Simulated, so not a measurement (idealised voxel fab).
process module | voxel fin reveal
cross-section cut | 295 nm wide | cells 5 nm
A cross-section is a grid of square cells, given in bands from the top down. A band is one or more rows of cells.
Each band's line starts with the height of the band's top and of its bottom, in nm. Then come its materials from left to right, each with its width in nm. One material with "throughout" fills the band from edge to edge. "air" is empty space.
Height 0 is the level under which the wafer as received is all one material. The lowest band goes on downwards, as in "0 down".
A width such as "30 to 40" changes by the same amount from each row of cells to the next, from the band's top row to its bottom row.
"no change" after a step means that no cell of the cross-section changed.
closed voids: empty space of 8 cells or more with no open way to the top, each as width x height at its distance from the left edge, in nm
after a step's settings: what the simulator itself notes on the step
overlay nm, on a step with a mask: how far to the right of its planned place the mask lay; to the left if negative
plan
1 op RECEIVE | material Si
2 op CONFORMAL_DEP | material SiN | thk nm 10
3 op PATTERN | tone cover | mask id FINS | material resist | width nm 15 | pitch nm 40 | thk nm 20 | overlay nm -15
4 op DIRECTIONAL_ETCH | etch materials SiN | depth nm 10
5 op DIRECTIONAL_ETCH | etch materials Si | depth nm 30
6 op STRIP | etch materials resist
7 op FILL_DEP | material SiO2 | thk nm 5
8 op CMP | height nm 10
9 op SELECTIVE_ETCH | etch materials SiO2 | depth nm 25
10 op STRIP | etch materials SiN
11 op CONFORMAL_DEP | material SiO2 | thk nm 5
varied across the wafers: overlay nm of step 3. The plan shows the first wafer's value. All wafers start alike
first wafer as received, after step 1
  0 down: Si throughout
  closed voids: none
each wafer at the end: cells of each material gained (+) or lost (-) since it was received, then its closed voids
overlay nm -15 | -300 Si | +227 SiO2 | closed voids: none
overlay nm -10 | -300 Si | +227 SiO2 | closed voids: none
overlay nm -5 | -300 Si | +227 SiO2 | closed voids: none
overlay nm 0 | -300 Si | +227 SiO2 | closed voids: none
overlay nm 5 | -300 Si | +227 SiO2 | closed voids: none
overlay nm 10 | -300 Si | +227 SiO2 | closed voids: none
overlay nm 15 | -300 Si | +227 SiO2 | closed voids: none
